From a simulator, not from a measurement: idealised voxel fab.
The name of this process module is voxel tone inversion.
Shown is cross-section cut, with a width of 270 nm and square cells of size 5 nm.
If you're reading a cross-section in this doc, picture square cells in a grid; it comes to you as bands, top ones listed first down to the bottom, and a band can be one or more rows of cells.
Band: top and bottom heights (nm) first, top before bottom; then materials from left to right, widths in nm. "all across" marks a sole material filling the band edge to edge. "blank" denotes empty space.
All heights in this document are referenced to 0, defined as the level beneath which the wafer, as received, consists entirely of one material. The lowest band is not bounded below; it extends indefinitely downward and is written in the form "from 0 down".
Note: "30->40" means the width goes from the first number (top row of the band) to the second number (bottom row) in equal steps per row of cells.
Step note "identical to before" = no cross-section cell changed.
Entry "Closed cavity list" = empty spaces >= 8 cells with no open way to the top; each as width x height at distance, distance from left edge, all nm.
Step line, after settings: the simulator's comment on this step.
overlay nm: right-of-plan distance of the mask on a masked step; negative values mean left-of-plan.
This section lists the process steps that were planned
1,RECEIVE, material Si
2,CONFORMAL_DEP, material SiCN, thk nm 5
3,DIRECTIONAL_DEP, material aC, thk nm 20
4,PATTERN, tone cover, mask id POSTS, material resist, width nm 20, pitch nm 50, thk nm 30, overlay nm 0
5,DIRECTIONAL_ETCH, etch materials aC, depth nm 20
6,STRIP, etch materials resist
7,FILL_DEP, material lowk, thk nm 5
8,CMP, height nm 25
9,STRIP, etch materials aC
10,CONFORMAL_DEP, material TiN, thk nm 5
11,FILL_DEP, material Ru, thk nm 5
12,CMP, height nm 25
13,CONFORMAL_DEP, material SiN, thk nm 5
As-received state of the wafer in cross-section, equivalent to post-step 1
* from 0 down: Si all across
* Closed cavity list: none
Cross-section at module end, one run error; start and plan unchanged from above
* from 30 to 25: aC all across
* from 25 to 10: 100 of lowk, 5 of TiN, 10 of Ru, 5 of TiN, 30 of lowk, 5 of TiN, 10 of Ru, 5 of TiN, 100 of lowk
* from 10 to 5: 100 of lowk, 20 of TiN, 30 of lowk, 20 of TiN, 100 of lowk
* from 5 to 0: SiCN all across
* from 0 down: Si all across
* Closed cavity list: none
Here's what went sideways: rather than as planned, step 13 actually ran as CONFORMAL_DEP, material aC, thk nm 5
